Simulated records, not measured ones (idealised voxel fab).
process module | voxel tone inversion
cross-section cut | 170 nm wide | cells 5 nm
A cross-section is a grid of square cells, given in bands from the top down. A band is one or more rows of cells.
Each band's line starts with the height of the band's top and of its bottom, in nm. Then come its materials from left to right, each with its width in nm. One material with "throughout" fills the band from edge to edge. "air" is empty space.
Height 0 is the level under which the wafer as received is all one material. The lowest band goes on downwards, as in "0 down".
A width such as "30 to 40" changes by the same amount from each row of cells to the next, from the band's top row to its bottom row.
"no change" after a step means that no cell of the cross-section changed.
closed voids: empty space of 8 cells or more with no open way to the top, each as width x height at its distance from the left edge, in nm
after a step's settings: what the simulator itself notes on the step
overlay nm, on a step with a mask: how far to the right of its planned place the mask lay; to the left if negative
plan
1 op RECEIVE | material Si
2 op CONFORMAL_DEP | material SiN | thk nm 5
3 op DIRECTIONAL_DEP | material aC | thk nm 25
4 op PATTERN | tone cover | mask id POSTS | material resist | width nm 15 | pitch nm 40 | thk nm 35 | overlay nm 0
5 op DIRECTIONAL_ETCH | etch materials aC | depth nm 25
6 op STRIP | etch materials resist
7 op FILL_DEP | material SiO2 | thk nm 5
8 op CMP | height nm 30
9 op STRIP | etch materials aC
first wafer, as planned
as received, after step 1
  0 down: Si throughout
  closed voids: none
after step 2
  5 to 0: SiN throughout
  below 0: unchanged
after step 3
  30 to 5: aC throughout
  below 5: unchanged
after step 4
  65 to 30: air 15 | resist 15 | air 25 | resist 15 | air 25 | resist 15 | air 25 | resist 15 | air 20
  below 30: unchanged
after step 5
  40 to 30: air 15 | resist 15 | air 25 | resist 15 | air 25 | resist 15 | air 25 | resist 15 | air 20
  30 to 5: air 15 | aC 15 | air 25 | aC 15 | air 25 | aC 15 | air 25 | aC 15 | air 20
  below 5: unchanged
after step 6
  30 to 5: air 15 | aC 15 | air 25 | aC 15 | air 25 | aC 15 | air 25 | aC 15 | air 20
  below 5: unchanged
after step 7
  35 to 30: SiO2 throughout
  30 to 5: SiO2 15 | aC 15 | SiO2 25 | aC 15 | SiO2 25 | aC 15 | SiO2 25 | aC 15 | SiO2 20
  below 5: unchanged
after step 8
  30 to 5: SiO2 15 | aC 15 | SiO2 25 | aC 15 | SiO2 25 | aC 15 | SiO2 25 | aC 15 | SiO2 20
  below 5: unchanged
after step 9
  30 to 5: SiO2 15 | air 15 | SiO2 25 | air 15 | SiO2 25 | air 15 | SiO2 25 | air 15 | SiO2 20
  below 5: unchanged
second wafer: like start, like plan, one mistake. Through step 1 it matches the first wafer
when step 2 should have ended: no change
when step 3 should have ended
  25 to 0: aC throughout
  below 0: unchanged
when step 4 should have ended
  60 to 25: air 15 | resist 15 | air 25 | resist 15 | air 25 | resist 15 | air 25 | resist 15 | air 20
  below 25: unchanged
when step 5 should have ended
  35 to 25: air 15 | resist 15 | air 25 | resist 15 | air 25 | resist 15 | air 25 | resist 15 | air 20
  25 to 0: air 15 | aC 15 | air 25 | aC 15 | air 25 | aC 15 | air 25 | aC 15 | air 20
  below 0: unchanged
when step 6 should have ended
  25 to 0: air 15 | aC 15 | air 25 | aC 15 | air 25 | aC 15 | air 25 | aC 15 | air 20
  below 0: unchanged
when step 7 should have ended
  30 to 25: SiO2 throughout
  25 to 0: SiO2 15 | aC 15 | SiO2 25 | aC 15 | SiO2 25 | aC 15 | SiO2 25 | aC 15 | SiO2 20
  below 0: unchanged
when step 8 should have ended: no change
when step 9 should have ended: no change
what went wrong: step 2 was left out
at the end the second wafer has, in cells: 34 fewer of SiN | 34 more of SiO2 | 60 more of aC
